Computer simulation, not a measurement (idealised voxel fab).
Process module heading - voxel capacitor over wiring
We display cut, a cross-section 160 nm in width whose square cells are each 5 nm.
Cross-section format: a grid of square cells, given as bands from top to bottom; each band is one or more rows of cells. Top, bottom (nm), then materials left to right with widths (nm); lone material tagged "throughout" fills the whole band edge to edge; "air" = empty space. Beneath 0, the wafer as received is one material, and that level is where height counting begins. The lowest band goes on downward without a bottom; it is written like "0 -> down". Per-row width for "30->40": begins at first number (top row of band), ends at second number (bottom row), increment between rows held constant. No cell of the cross-section changed in a step that is given as "everything unchanged". "Enclosed cavity list" - sealed voids, min. 8 cells, no opening to top; format: width x height at distance (distance from left edge; nm throughout). Past the settings on a step's line: simulator remark, on that step. overlay nm: on a step with a mask, how far right of its planned place the mask lay; negative means left.

**These are the steps we planned for the process**
1: RECEIVE: material Si
2: CONFORMAL_DEP: material SiO2, thk nm 10
3: DIRECTIONAL_DEP: material TiN, thk nm 5
4: DIRECTIONAL_DEP: material Ru, thk nm 20
5: PATTERN: tone cover, mask id METAL_1, material resist, width nm 25, pitch nm 75, thk nm 15, overlay nm 0
6: DIRECTIONAL_ETCH: etch materials Ru, depth nm 20
7: DIRECTIONAL_ETCH: etch materials TiN, depth nm 5
8: STRIP: etch materials resist
9: CONFORMAL_DEP: material SiCN, thk nm 5
10: FILL_DEP: material lowk, thk nm 10
11: CMP: height nm 35
12: CONFORMAL_DEP: material SiCN, thk nm 5
13: DIRECTIONAL_DEP: material lowk, thk nm 10
14: PATTERN: tone open, mask id PLUG_1, material resist, width nm 15, thk nm 15, overlay nm 0
15: DIRECTIONAL_ETCH: etch materials lowk, depth nm 10
16: DIRECTIONAL_ETCH: etch materials SiCN, depth nm 5
17: STRIP: etch materials resist
18: CONFORMAL_DEP: material TiN, thk nm 5
19: FILL_DEP: material Cu, thk nm 5
20: CMP: height nm 50
21: DIRECTIONAL_DEP: material TiN, thk nm 5
22: DIRECTIONAL_DEP: material Al2O3, thk nm 5
23: DIRECTIONAL_DEP: material TiN, thk nm 10
24: MASKED_ETCH: tone cover, mask id UPPER_PLATE, width nm 55, etch materials TiN, depth nm 10, overlay nm 0
25: MASKED_ETCH: tone cover, mask id UPPER_PLATE, width nm 55, etch materials Al2O3, depth nm 5, overlay nm 0
26: MASKED_ETCH: tone cover, mask id LOWER_PLATE, width nm 65, etch materials TiN, depth nm 5, overlay nm 0
27: FILL_DEP: material SiO2, thk nm 15
28: CMP: height nm 80
29: DIRECTIONAL_DEP: material aC, thk nm 15
30: PATTERN: tone open, mask id PLUG_2, material resist, width nm 15, thk nm 35, overlay nm 0
31: DIRECTIONAL_ETCH: etch materials aC, depth nm 15
32: STRIP: etch materials resist
33: DIRECTIONAL_ETCH: etch materials SiO2, depth nm 10
34: STRIP: etch materials aC
35: CONFORMAL_DEP: material TiN, thk nm 5
36: FILL_DEP: material Cu, thk nm 10
37: CMP: height nm 80
38: CONFORMAL_DEP: material SiCN, thk nm 5

**Below: the first of two wafers, run as planned**

**Wafer at receipt (post step 1), cross-section**
> 0 -> down = Si throughout
> Enclosed cavity list: none

**Cross-sectional representation of the wafer at the conclusion of step 2**
> 10 -> 0 = SiO2 throughout
> All layers under 0 are left as they were.

**Cross-sectional representation of the wafer at the conclusion of step 3**
> 15 -> 10 = TiN throughout
> All layers under 10 are left as they were.

**Cross-sectional representation of the wafer at the conclusion of step 4**
> 35 -> 15 = Ru throughout
> All layers under 15 are left as they were.

**Cross-sectional representation of the wafer at the conclusion of step 5**
> 50 -> 35 = 30 nm air, 25 nm resist, 50 nm air, 25 nm resist, 30 nm air
> All layers under 35 are left as they were.

**Cross-sectional representation of the wafer at the conclusion of step 6**
> 50 -> 35 = 30 nm air, 25 nm resist, 50 nm air, 25 nm resist, 30 nm air
> 35 -> 15 = 30 nm air, 25 nm Ru, 50 nm air, 25 nm Ru, 30 nm air
> All layers under 15 are left as they were.

**Cross-sectional representation of the wafer at the conclusion of step 7**
> 50 -> 35 = 30 nm air, 25 nm resist, 50 nm air, 25 nm resist, 30 nm air
> 35 -> 15 = 30 nm air, 25 nm Ru, 50 nm air, 25 nm Ru, 30 nm air
> 15 -> 10 = 30 nm air, 25 nm TiN, 50 nm air, 25 nm TiN, 30 nm air
> All layers under 10 are left as they were.

**Cross-sectional representation of the wafer at the conclusion of step 8**
> 35 -> 15 = 30 nm air, 25 nm Ru, 50 nm air, 25 nm Ru, 30 nm air
> All layers under 15 are left as they were.

**Cross-sectional representation of the wafer at the conclusion of step 9**
> 40 -> 35 = 25 nm air, 35 nm SiCN, 40 nm air, 35 nm SiCN, 25 nm air
> 35 -> 15 = 25 nm air, 5 nm SiCN, 25 nm Ru, 5 nm SiCN, 40 nm air, 5 nm SiCN, 25 nm Ru, 5 nm SiCN, 25 nm air
> 15 -> 10 = 30 nm SiCN, 25 nm TiN, 50 nm SiCN, 25 nm TiN, 30 nm SiCN
> All layers under 10 are left as they were.

**Cross-sectional representation of the wafer at the conclusion of step 10**
> 50 -> 40 = lowk throughout
> 40 -> 35 = 25 nm lowk, 35 nm SiCN, 40 nm lowk, 35 nm SiCN, 25 nm lowk
> 35 -> 15 = 25 nm lowk, 5 nm SiCN, 25 nm Ru, 5 nm SiCN, 40 nm lowk, 5 nm SiCN, 25 nm Ru, 5 nm SiCN, 25 nm lowk
> All layers under 15 are left as they were.

**Cross-sectional representation of the wafer at the conclusion of step 11**
> 35 -> 15 = 25 nm lowk, 5 nm SiCN, 25 nm Ru, 5 nm SiCN, 40 nm lowk, 5 nm SiCN, 25 nm Ru, 5 nm SiCN, 25 nm lowk
> All layers under 15 are left as they were.

**Cross-sectional representation of the wafer at the conclusion of step 12**
> 40 -> 35 = SiCN throughout
> All layers under 35 are left as they were.

**Cross-sectional representation of the wafer at the conclusion of step 13**
> 50 -> 40 = lowk throughout
> All layers under 40 are left as they were.

**Cross-sectional representation of the wafer at the conclusion of step 14**
> 65 -> 50 = 40 nm resist, 15 nm air, 105 nm resist
> All layers under 50 are left as they were.

**Cross-sectional representation of the wafer at the conclusion of step 15**
> 65 -> 50 = 40 nm resist, 15 nm air, 105 nm resist
> 50 -> 40 = 40 nm lowk, 15 nm air, 105 nm lowk
> All layers under 40 are left as they were.

**Cross-sectional representation of the wafer at the conclusion of step 16**
> 65 -> 50 = 40 nm resist, 15 nm air, 105 nm resist
> 50 -> 40 = 40 nm lowk, 15 nm air, 105 nm lowk
> 40 -> 35 = 40 nm SiCN, 15 nm air, 105 nm SiCN
> All layers under 35 are left as they were.

**Cross-sectional representation of the wafer at the conclusion of step 17**
> 50 -> 40 = 40 nm lowk, 15 nm air, 105 nm lowk
> All layers under 40 are left as they were.

**Cross-sectional representation of the wafer at the conclusion of step 18**
> 55 -> 50 = 45 nm TiN, 5 nm air, 110 nm TiN
> 50 -> 40 = 40 nm lowk, 5 nm TiN, 5 nm air, 5 nm TiN, 105 nm lowk
> 40 -> 35 = 40 nm SiCN, 15 nm TiN, 105 nm SiCN
> All layers under 35 are left as they were.

**Cross-sectional representation of the wafer at the conclusion of step 19**
> 60 -> 55 = Cu throughout
> 55 -> 50 = 45 nm TiN, 5 nm Cu, 110 nm TiN
> 50 -> 40 = 40 nm lowk, 5 nm TiN, 5 nm Cu, 5 nm TiN, 105 nm lowk
> All layers under 40 are left as they were.

**Cross-sectional representation of the wafer at the conclusion of step 20**
> 50 -> 40 = 40 nm lowk, 5 nm TiN, 5 nm Cu, 5 nm TiN, 105 nm lowk
> All layers under 40 are left as they were.

**Cross-sectional representation of the wafer at the conclusion of step 21**
> 55 -> 50 = TiN throughout
> All layers under 50 are left as they were.

**Cross-sectional representation of the wafer at the conclusion of step 22**
> 60 -> 55 = Al2O3 throughout
> All layers under 55 are left as they were.

**Cross-sectional representation of the wafer at the conclusion of step 23**
> 70 -> 60 = TiN throughout
> All layers under 60 are left as they were.

**Cross-sectional representation of the wafer at the conclusion of step 24**
> 70 -> 60 = 40 nm air, 55 nm TiN, 65 nm air
> All layers under 60 are left as they were.

**Cross-sectional representation of the wafer at the conclusion of step 25**
> 70 -> 60 = 40 nm air, 55 nm TiN, 65 nm air
> 60 -> 55 = 40 nm air, 55 nm Al2O3, 65 nm air
> All layers under 55 are left as they were.

**Cross-sectional representation of the wafer at the conclusion of step 26**
> 70 -> 60 = 40 nm air, 55 nm TiN, 65 nm air
> 60 -> 55 = 40 nm air, 55 nm Al2O3, 65 nm air
> 55 -> 50 = 35 nm air, 65 nm TiN, 60 nm air
> All layers under 50 are left as they were.

**Cross-sectional representation of the wafer at the conclusion of step 27**
> 85 -> 70 = SiO2 throughout
> 70 -> 60 = 40 nm SiO2, 55 nm TiN, 65 nm SiO2
> 60 -> 55 = 40 nm SiO2, 55 nm Al2O3, 65 nm SiO2
> 55 -> 50 = 35 nm SiO2, 65 nm TiN, 60 nm SiO2
> All layers under 50 are left as they were.

**Cross-sectional representation of the wafer at the conclusion of step 28**
> 80 -> 70 = SiO2 throughout
> All layers under 70 are left as they were.

**Cross-sectional representation of the wafer at the conclusion of step 29**
> 95 -> 80 = aC throughout
> All layers under 80 are left as they were.

**Cross-sectional representation of the wafer at the conclusion of step 30**
> 130 -> 95 = 50 nm resist, 15 nm air, 95 nm resist
> All layers under 95 are left as they were.

**Cross-sectional representation of the wafer at the conclusion of step 31**
> 115 -> 95 = 50 nm resist, 15 nm air, 95 nm resist
> 95 -> 80 = 50 nm aC, 15 nm air, 95 nm aC
> All layers under 80 are left as they were.

**Cross-sectional representation of the wafer at the conclusion of step 32**
> 95 -> 80 = 50 nm aC, 15 nm air, 95 nm aC
> All layers under 80 are left as they were.

**Cross-sectional representation of the wafer at the conclusion of step 33**
> 95 -> 80 = 50 nm aC, 15 nm air, 95 nm aC
> 80 -> 70 = 50 nm SiO2, 15 nm air, 95 nm SiO2
> All layers under 70 are left as they were.

**Cross-sectional representation of the wafer at the conclusion of step 34**
> 80 -> 70 = 50 nm SiO2, 15 nm air, 95 nm SiO2
> All layers under 70 are left as they were.

**Cross-sectional representation of the wafer at the conclusion of step 35**
> 85 -> 80 = 55 nm TiN, 5 nm air, 100 nm TiN
> 80 -> 75 = 50 nm SiO2, 5 nm TiN, 5 nm air, 5 nm TiN, 95 nm SiO2
> 75 -> 70 = 50 nm SiO2, 15 nm TiN, 95 nm SiO2
> All layers under 70 are left as they were.

**Cross-sectional representation of the wafer at the conclusion of step 36**
> 95 -> 85 = Cu throughout
> 85 -> 80 = 55 nm TiN, 5 nm Cu, 100 nm TiN
> 80 -> 75 = 50 nm SiO2, 5 nm TiN, 5 nm Cu, 5 nm TiN, 95 nm SiO2
> All layers under 75 are left as they were.

**Cross-sectional representation of the wafer at the conclusion of step 37**
> 80 -> 75 = 50 nm SiO2, 5 nm TiN, 5 nm Cu, 5 nm TiN, 95 nm SiO2
> All layers under 75 are left as they were.

**Cross-sectional representation of the wafer at the conclusion of step 38**
> 85 -> 80 = SiCN throughout
> All layers under 80 are left as they were.

**The second wafer began exactly as the first did and followed the same plan, but one mistake was made while running it; through step 20 inclusive, the two wafers are identical**

**Second wafer: cross-section at the scheduled end of step 21**
> 65 -> 50 = TiN throughout
> All layers under 50 are left as they were.

**Second wafer: cross-section at the scheduled end of step 22**
> 70 -> 65 = Al2O3 throughout
> All layers under 65 are left as they were.

**Second wafer: cross-section at the scheduled end of step 23**
> 80 -> 70 = TiN throughout
> All layers under 70 are left as they were.

**Second wafer: cross-section at the scheduled end of step 24**
> 80 -> 70 = 40 nm air, 55 nm TiN, 65 nm air
> All layers under 70 are left as they were.

**Second wafer: cross-section at the scheduled end of step 25**
> 80 -> 70 = 40 nm air, 55 nm TiN, 65 nm air
> 70 -> 65 = 40 nm air, 55 nm Al2O3, 65 nm air
> All layers under 65 are left as they were.

**Second wafer: cross-section at the scheduled end of step 26**
> 80 -> 70 = 40 nm air, 55 nm TiN, 65 nm air
> 70 -> 65 = 40 nm air, 55 nm Al2O3, 65 nm air
> 65 -> 60 = 35 nm air, 65 nm TiN, 60 nm air
> All layers under 60 are left as they were.

**Second wafer: cross-section at the scheduled end of step 27**
> 95 -> 80 = SiO2 throughout
> 80 -> 70 = 40 nm SiO2, 55 nm TiN, 65 nm SiO2
> 70 -> 65 = 40 nm SiO2, 55 nm Al2O3, 65 nm SiO2
> 65 -> 60 = 35 nm SiO2, 65 nm TiN, 60 nm SiO2
> All layers under 60 are left as they were.

**Second wafer: cross-section at the scheduled end of step 28**
> 80 -> 70 = 40 nm SiO2, 55 nm TiN, 65 nm SiO2
> All layers under 70 are left as they were.

**Second wafer: cross-section at the scheduled end of step 29**
> 95 -> 80 = aC throughout
> All layers under 80 are left as they were.

**Second wafer: cross-section at the scheduled end of step 30**
> 130 -> 95 = 50 nm resist, 15 nm air, 95 nm resist
> All layers under 95 are left as they were.

**Second wafer: cross-section at the scheduled end of step 31**
> 115 -> 95 = 50 nm resist, 15 nm air, 95 nm resist
> 95 -> 80 = 50 nm aC, 15 nm air, 95 nm aC
> All layers under 80 are left as they were.

**Second wafer: cross-section at the scheduled end of step 32**
> 95 -> 80 = 50 nm aC, 15 nm air, 95 nm aC
> All layers under 80 are left as they were.

Second wafer: cross-section at the scheduled end of step 33: everything unchanged

**Second wafer: cross-section at the scheduled end of step 34**
> 80 -> 70 = 40 nm SiO2, 55 nm TiN, 65 nm SiO2
> All layers under 70 are left as they were.

**Second wafer: cross-section at the scheduled end of step 35**
> 85 -> 80 = TiN throughout
> All layers under 80 are left as they were.

**Second wafer: cross-section at the scheduled end of step 36**
> 95 -> 85 = Cu throughout
> All layers under 85 are left as they were.

**Second wafer: cross-section at the scheduled end of step 37**
> 80 -> 70 = 40 nm SiO2, 55 nm TiN, 65 nm SiO2
> All layers under 70 are left as they were.

**Second wafer: cross-section at the scheduled end of step 38**
> 85 -> 80 = SiCN throughout
> All layers under 80 are left as they were.
Diagnosis: step 21 off recipe, ran as DIRECTIONAL_DEP: material TiN, thk nm 15
It is noted that, at the conclusion of processing, the second wafer exhibits a higher or lower cell count for certain materials relative to the first: 1 fewer of Cu, 58 fewer of SiO2, 59 more of TiN
